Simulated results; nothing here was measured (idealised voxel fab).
Process module, titled voxel self aligned contacts
The width of the displayed cross-section, cut, is 300 nm; its cells are square, with a size of 5 nm.
How to read a cross-section here: the picture is a grid of square cells, written as bands going from the top down, and any band can span one or more rows of cells.
Quick guide to a band line: top height, bottom height (nm) up front; then every material left to right with its width in nm. Only one material and it's marked "everywhere"? Then it fills the band edge to edge. And "empty" just means empty space.
Note: height 0 marks the level under which the wafer is uniformly one material as received. Lowest band unbounded below, written "z 0 and below".
Width spec "30..40" -> top row of cells at first value, bottom row at second value, equal per-row change in between.
Any step labelled "no change" changed none of the cells in the cross-section.
Heads up: "Trapped void list" only lists the empty pockets with no open path to the top that are 8 cells or more, and it writes them as width x height at distance, distance from the left edge, in nm.
Note: text after step settings on the step line = simulator remark on that step.
Steps that use a mask can have "overlay nm" on their line. It says how far the mask sat to the right of where it was meant to be. Negative means to the left.
# plan
1. RECEIVE,material Si
2. OXIDIZE,depth nm 5
3. DIRECTIONAL_DEP,material polySi,thk nm 30
4. DIRECTIONAL_DEP,material SiN,thk nm 15
5. DIRECTIONAL_DEP,material aC,thk nm 15
6. PATTERN,tone cover,mask id GATE,material resist,width nm 30,pitch nm 55,thk nm 30,overlay nm 0
7. DIRECTIONAL_ETCH,etch materials aC,depth nm 15
8. STRIP,etch materials resist
9. DIRECTIONAL_ETCH,etch materials SiN,depth nm 15
10. DIRECTIONAL_ETCH,etch materials polySi,depth nm 30
11. STRIP,etch materials aC
12. CONFORMAL_DEP,material SiN,thk nm 5
13. DIRECTIONAL_ETCH,etch materials SiN,depth nm 5
14. FILL_DEP,material SiO2,thk nm 15
15. CMP,height nm 50
16. MASKED_ETCH,tone open,mask id CONTACT,width nm 35,etch materials SiO2,depth nm 55,overlay nm -15
17. CONFORMAL_DEP,material TiN,thk nm 5
18. FILL_DEP,material Ru,thk nm 5
19. CMP,height nm 50
20. CONFORMAL_DEP,material SiCN,thk nm 5
Keep in mind the plan's value for the overlay nm of step 16 comes from the first wafer; the wafers don't share that setting, but they do share the same starting point.
# Cross-section: the first of several wafers in its as-received state, i.e. following step 1
    z 0 and below = Si everywhere
    Trapped void list: none
# Shown in cross-section: the first of several wafers at the end of the module, after its last step, step 20
    z 55 to 50 = SiCN everywhere
    z 50 to 45 = 115 SiO2  35 TiN  150 SiO2
    z 45 to 30 = 100 SiO2  40 SiN  10 TiN  5 SiO2  40 SiN  105 SiO2
    z 30 to 0 = 100 SiO2  5 SiN  30 polySi  5 SiN  10 TiN  5 SiO2  5 SiN  30 polySi  5 SiN  105 SiO2
    z 0 to -5 = 140 SiO2  10 TiN  150 SiO2
    z -5 and below = Si everywhere
    Trapped void list: none
# Cross-section at module completion, last wafer
    z 55 to 50 = SiCN everywhere
    z 50 to 45 = 145 SiO2  35 TiN  120 SiO2
    z 45 to 30 = 100 SiO2  40 SiN  5 SiO2  10 TiN  40 SiN  105 SiO2
    z 30 to 0 = 100 SiO2  5 SiN  30 polySi  5 SiN  5 SiO2  10 TiN  5 SiN  30 polySi  5 SiN  105 SiO2
    z 0 to -5 = 145 SiO2  10 TiN  145 SiO2
    z -5 and below = Si everywhere
    Trapped void list: none
# What follows is a table in which each wafer occupies a row; for the wafer as it stands at the close of the module, the row states, material by material, how many cells have been gained (+) or lost (-) since receipt, and then gives its closed voids
overlay nm -15; -60 Si; +60 SiCN; +72 SiN; +489 SiO2; +27 TiN; +72 polySi; Trapped void list: none
overlay nm -10; +10 Ru; -60 Si; +60 SiCN; +72 SiN; +479 SiO2; +27 TiN; +72 polySi; Trapped void list: none
overlay nm -5; +10 Ru; -60 Si; +60 SiCN; +72 SiN; +479 SiO2; +27 TiN; +72 polySi; Trapped void list: none
overlay nm 0; +10 Ru; -60 Si; +60 SiCN; +72 SiN; +479 SiO2; +27 TiN; +72 polySi; Trapped void list: none
overlay nm 5; +10 Ru; -60 Si; +60 SiCN; +72 SiN; +479 SiO2; +27 TiN; +72 polySi; Trapped void list: none
overlay nm 10; +10 Ru; -60 Si; +60 SiCN; +72 SiN; +479 SiO2; +27 TiN; +72 polySi; Trapped void list: none
overlay nm 15; -60 Si; +60 SiCN; +72 SiN; +489 SiO2; +27 TiN; +72 polySi; Trapped void list: none
